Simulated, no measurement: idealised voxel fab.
This section sets out a process module, namely voxel wiring stack.
Pictured: cross-section cut, 200 nm wide, on a grid of 5 nm square cells.
Just so we're on the same page, the cross-sections are grids of square cells, and they're listed out in bands top to bottom, each band one or more rows deep.
The band entry comprises the height of the band's top followed by the height of its bottom, expressed in nm, and subsequently the band's materials from left to right, each stated together with its width in nm. Where a single material is marked with the word "full width", that material fills the band from edge to edge. The word "blank" represents empty space.
Heights from 0 (as-received wafer is one material below). Bottom band endless downward, as "0 and below".
Width spec "30->40" -> top row of cells at first value, bottom row at second value, equal per-row change in between.
"remained the same" means the step left every cell of the cross-section as it was.
"Sealed voids": sealed empty spaces, 8 cells or more, no open way to top, listed width x height at distance, with distance from the left edge and width, height and distance in nm.
What comes after the settings on a step's line is commentary from the simulator itself on that step.
"overlay nm" answers the question of how far to the right of plan the mask lay on a step that has a mask, and when it is negative the answer is to the left.
### The following list gives the planned process steps
- 1: RECEIVE with material Si
- 2: CONFORMAL_DEP with material SiO2, thk nm 15
- 3: CONFORMAL_DEP with material SiCN, thk nm 5
- 4: DIRECTIONAL_DEP with material lowk, thk nm 20
- 5: DIRECTIONAL_DEP with material aC, thk nm 10
- 6: PATTERN with tone open, mask id METAL_1, material resist, width nm 25, pitch nm 40, thk nm 25, overlay nm 0
- 7: DIRECTIONAL_ETCH with etch materials aC, depth nm 10
- 8: STRIP with etch materials resist
- 9: DIRECTIONAL_ETCH with etch materials lowk, depth nm 20
- 10: DIRECTIONAL_ETCH with etch materials SiCN, depth nm 5
- 11: STRIP with etch materials aC
- 12: CONFORMAL_DEP with material TiN, thk nm 5
- 13: FILL_DEP with material Ru, thk nm 10
- 14: CMP with height nm 40
- 15: CONFORMAL_DEP with material SiCN, thk nm 5
- 16: DIRECTIONAL_DEP with material lowk, thk nm 35
- 17: DIRECTIONAL_DEP with material aC, thk nm 15
- 18: PATTERN with tone open, mask id METAL_2_HOLES, material resist, width nm 15, pitch nm 40, thk nm 30, overlay nm 0
- 19: DIRECTIONAL_ETCH with etch materials aC, depth nm 15
- 20: STRIP with etch materials resist
- 21: DIRECTIONAL_ETCH with etch materials lowk, depth nm 35
- 22: STRIP with etch materials aC
- 23: DIRECTIONAL_DEP with material aC, thk nm 10
- 24: PATTERN with tone open, mask id METAL_2, material resist, width nm 25, pitch nm 40, thk nm 25, overlay nm 0
- 25: DIRECTIONAL_ETCH with etch materials aC, depth nm 10
- 26: STRIP with etch materials resist
- 27: DIRECTIONAL_ETCH with etch materials lowk, depth nm 20
- 28: DIRECTIONAL_ETCH with etch materials SiCN, depth nm 5
- 29: STRIP with etch materials aC
- 30: CONFORMAL_DEP with material TiN, thk nm 5
- 31: FILL_DEP with material Cu, thk nm 5
- 32: CMP with height nm 80
- 33: CONFORMAL_DEP with material SiCN, thk nm 5
- 34: DIRECTIONAL_DEP with material lowk, thk nm 10
- 35: MASKED_ETCH with tone open, mask id PLUG_2, width nm 15, pitch nm 80, etch materials lowk, depth nm 10, overlay nm 0
- 36: MASKED_ETCH with tone open, mask id PLUG_2, width nm 15, pitch nm 80, etch materials SiCN, depth nm 5, overlay nm 0
- 37: CONFORMAL_DEP with material TiN, thk nm 5
- 38: FILL_DEP with material W, thk nm 10
- 39: CMP with height nm 95
- 40: DIRECTIONAL_DEP with material TiN, thk nm 5
- 41: DIRECTIONAL_DEP with material Ru, thk nm 25
- 42: PATTERN with tone cover, mask id METAL_3, material resist, width nm 25, pitch nm 40, thk nm 20, overlay nm 0
- 43: DIRECTIONAL_ETCH with etch materials Ru, depth nm 25
- 44: DIRECTIONAL_ETCH with etch materials TiN, depth nm 5
- 45: STRIP with etch materials resist
- 46: FILL_DEP with material lowk, thk nm 10
- 47: CMP with height nm 125
- 48: CONFORMAL_DEP with material SiCN, thk nm 5
### As received (post step 1): cross-section
    0 and below: Si full width
    Sealed voids: none
### Here's the wafer cut in cross-section after the module, started and planned just like above, except one thing was done wrong in the run
    130 down to 125: SiCN full width
    125 down to 100: Ru: 25 | lowk: 25 | Ru: 15 | lowk: 25 | Ru: 15 | lowk: 25 | Ru: 15 | lowk: 25 | Ru: 30
    100 down to 95: TiN: 25 | lowk: 25 | TiN: 15 | lowk: 25 | TiN: 15 | lowk: 25 | TiN: 15 | lowk: 25 | TiN: 30
    95 down to 85: lowk: 25 | TiN: 5 | W: 5 | TiN: 5 | lowk: 65 | TiN: 5 | W: 5 | TiN: 5 | lowk: 80
    85 down to 80: SiCN: 25 | TiN: 15 | SiCN: 65 | TiN: 15 | SiCN: 80
    80 down to 65: lowk: 25 | TiN: 5 | Cu: 15 | TiN: 5 | lowk: 15 | TiN: 5 | Cu: 15 | TiN: 5 | lowk: 15 | TiN: 5 | Cu: 15 | TiN: 5 | lowk: 15 | TiN: 5 | Cu: 15 | TiN: 5 | lowk: 30
    65 down to 60: lowk: 25 | TiN: 5 | Cu: 5 | TiN: 15 | lowk: 15 | TiN: 5 | Cu: 5 | TiN: 15 | lowk: 15 | TiN: 5 | Cu: 5 | TiN: 15 | lowk: 15 | TiN: 5 | Cu: 5 | TiN: 15 | lowk: 30
    60 down to 45: lowk: 25 | TiN: 5 | Cu: 5 | TiN: 5 | lowk: 25 | TiN: 5 | Cu: 5 | TiN: 5 | lowk: 25 | TiN: 5 | Cu: 5 | TiN: 5 | lowk: 25 | TiN: 5 | Cu: 5 | TiN: 5 | lowk: 40
    45 down to 40: SiCN: 25 | TiN: 15 | SiCN: 25 | TiN: 15 | SiCN: 25 | TiN: 15 | SiCN: 25 | TiN: 15 | SiCN: 40
    40 down to 20: lowk: 25 | TiN: 5 | Ru: 15 | TiN: 5 | lowk: 15 | TiN: 5 | Ru: 15 | TiN: 5 | lowk: 15 | TiN: 5 | Ru: 15 | TiN: 5 | lowk: 15 | TiN: 5 | Ru: 15 | TiN: 5 | lowk: 30
    20 down to 15: SiCN: 25 | TiN: 25 | SiCN: 15 | TiN: 25 | SiCN: 15 | TiN: 25 | SiCN: 15 | TiN: 25 | SiCN: 30
    15 down to 0: SiO2 full width
    0 and below: Si full width
    Sealed voids: none
Error vs. plan: step 42 did not happen as planned, as run it was PATTERN with tone open, mask id METAL_3, material resist, width nm 25, pitch nm 40, thk nm 20, overlay nm 0
